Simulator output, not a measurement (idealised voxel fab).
voxel capacitor over wiring: a process module
FYI the section here is cut, 225 nm wide, cells are 5 nm squares.
Reading order for cross-sections: top band down to bottom band. Underlying form: a grid of square cells. Band size: one or more rows of cells. The band entry comprises the height of the band's top followed by the height of its bottom, expressed in nm, and subsequently the band's materials from left to right, each stated together with its width in nm. Where a single material is marked with the word "throughout", that material fills the band from edge to edge. The word "empty" represents empty space. Zero point of the height axis is 0; under it, received wafer = one material. Lowest band: continues down indefinitely, "0 nm and below". You'd read "30->40" like this: the band's top row of cells is as wide as the first number, its bottom row is as wide as the second, and going down, every row changes width by the same amount as the row before did. Reading "remains unaltered" for a step: not a cell of the cross-section changed in it. Enclosed voids (no open way to top), threshold 8 cells or more, entry "Closed void table", notation width x height at distance, distance from left edge, nm. Past the settings on a step's line: simulator remark, on that step. A step line may carry the setting "overlay nm", which, for steps involving a mask, states the distance by which the mask lay to the right of its intended position; negative values denote displacement to the left.

PROCESS STEPS - PLAN
1 RECEIVE, material Si
2 CONFORMAL_DEP, material SiO2, thk nm 10
3 DIRECTIONAL_DEP, material TiN, thk nm 5
4 DIRECTIONAL_DEP, material W, thk nm 25
5 DIRECTIONAL_DEP, material aC, thk nm 15
6 PATTERN, tone cover, mask id METAL_1, material resist, width nm 20, pitch nm 90, thk nm 30, overlay nm 0
7 DIRECTIONAL_ETCH, etch materials aC, depth nm 15
8 STRIP, etch materials resist
9 DIRECTIONAL_ETCH, etch materials W, depth nm 25
10 DIRECTIONAL_ETCH, etch materials TiN, depth nm 5
11 STRIP, etch materials aC
12 FILL_DEP, material lowk, thk nm 5
13 CMP, height nm 40
14 CONFORMAL_DEP, material SiCN, thk nm 5
15 DIRECTIONAL_DEP, material SiO2, thk nm 15
16 DIRECTIONAL_DEP, material aC, thk nm 15
17 PATTERN, tone open, mask id PLUG_1, material resist, width nm 15, thk nm 35, overlay nm 0
18 DIRECTIONAL_ETCH, etch materials aC, depth nm 15
19 STRIP, etch materials resist
20 DIRECTIONAL_ETCH, etch materials SiO2, depth nm 15
21 DIRECTIONAL_ETCH, etch materials SiCN, depth nm 5
22 STRIP, etch materials aC
23 EPI, material Ru, thk nm 10
24 EPI, material Ru, thk nm 10
25 DIRECTIONAL_DEP, material TiN, thk nm 10
26 DIRECTIONAL_DEP, material Al2O3, thk nm 5
27 DIRECTIONAL_DEP, material TiN, thk nm 5
28 DIRECTIONAL_DEP, material aC, thk nm 15
29 PATTERN, tone cover, mask id UPPER_PLATE, material resist, width nm 75, thk nm 35, overlay nm 0
30 DIRECTIONAL_ETCH, etch materials aC, depth nm 15
31 STRIP, etch materials resist
32 DIRECTIONAL_ETCH, etch materials TiN, depth nm 5
33 DIRECTIONAL_ETCH, etch materials Al2O3, depth nm 5
34 STRIP, etch materials aC
35 PATTERN, tone cover, mask id LOWER_PLATE, material resist, width nm 85, thk nm 15, overlay nm 0
36 DIRECTIONAL_ETCH, etch materials TiN, depth nm 10
37 STRIP, etch materials resist
38 FILL_DEP, material SiO2, thk nm 15
39 CMP, height nm 90
40 MASKED_ETCH, tone open, mask id PLUG_2, width nm 15, etch materials SiO2, depth nm 10, overlay nm 0
41 CONFORMAL_DEP, material TiN, thk nm 5
42 FILL_DEP, material Ru, thk nm 5
43 CMP, height nm 90
44 CONFORMAL_DEP, material SiCN, thk nm 5

SO THIS IS THE INCOMING WAFER IN CROSS-SECTION - IT'S ALREADY BEEN THROUGH STEP 1
- 0 nm and below = Si throughout
- Closed void table: none

WAFER CROSS-SECTION AT MODULE END: FIRST OF TWO, RUN TO PLAN
- 95 nm to 90 nm = SiCN throughout
- 90 nm to 85 nm = 70 SiO2 | 5 TiN | 5 Ru | 5 TiN | 140 SiO2
- 85 nm to 75 nm = 70->60 SiO2 | 15->75 TiN | 140->90 SiO2
- 75 nm to 70 nm = 60 SiO2 | 75 Al2O3 | 90 SiO2
- 70 nm to 60 nm = 55 SiO2 | 85 TiN | 85 SiO2
- 60 nm to 45 nm = 60 SiO2 | 15 Ru | 150 SiO2
- 45 nm to 40 nm = 60 SiCN | 15 Ru | 150 SiCN
- 40 nm to 15 nm = 55 lowk | 20 W | 70 lowk | 20 W | 60 lowk
- 15 nm to 10 nm = 55 lowk | 20 TiN | 70 lowk | 20 TiN | 60 lowk
- 10 nm to 0 nm = SiO2 throughout
- 0 nm and below = Si throughout
- Closed void table: none

PRESENTED HERE IS A CROSS-SECTION OF THE SECOND OF THE TWO WAFERS AS IT STOOD AT THE END OF THE MODULE. IT WAS STARTED IN THE SAME MANNER AND ASSIGNED THE SAME PLAN AS THE FIRST WAFER; HOWEVER, ONE MISTAKE WAS MADE IN ITS EXECUTION
- 95 nm to 90 nm = SiCN throughout
- 90 nm to 85 nm = 70 SiO2 | 5 TiN | 5 Ru | 5 TiN | 140 SiO2
- 85 nm to 75 nm = 70->75 SiO2 | 15->60 TiN | 140->90 SiO2
- 75 nm to 70 nm = 75 SiO2 | 60 Al2O3 | 90 SiO2
- 70 nm to 65 nm = 55 SiO2 | 85 TiN | 85 SiO2
- 65 nm to 60 nm = 55 SiO2 | 5 TiN | 15 Al2O3 | 65 TiN | 85 SiO2
- 60 nm to 50 nm = 60 SiO2 | 15 TiN | 150 SiO2
- 50 nm to 45 nm = 60 SiO2 | 15 Ru | 150 SiO2
- 45 nm to 40 nm = 60 SiCN | 15 Ru | 150 SiCN
- 40 nm to 15 nm = 55 lowk | 20 W | 70 lowk | 20 W | 60 lowk
- 15 nm to 10 nm = 55 lowk | 20 TiN | 70 lowk | 20 TiN | 60 lowk
- 10 nm to 0 nm = SiO2 throughout
- 0 nm and below = Si throughout
- Closed void table: none
Short version of what went wrong: one step among 23 and 24 (all identical) missing; cannot tell which
Looking at both finished wafers in cells, the second ends up ahead of or behind the first on some materials: Ru -6; SiO2 +6
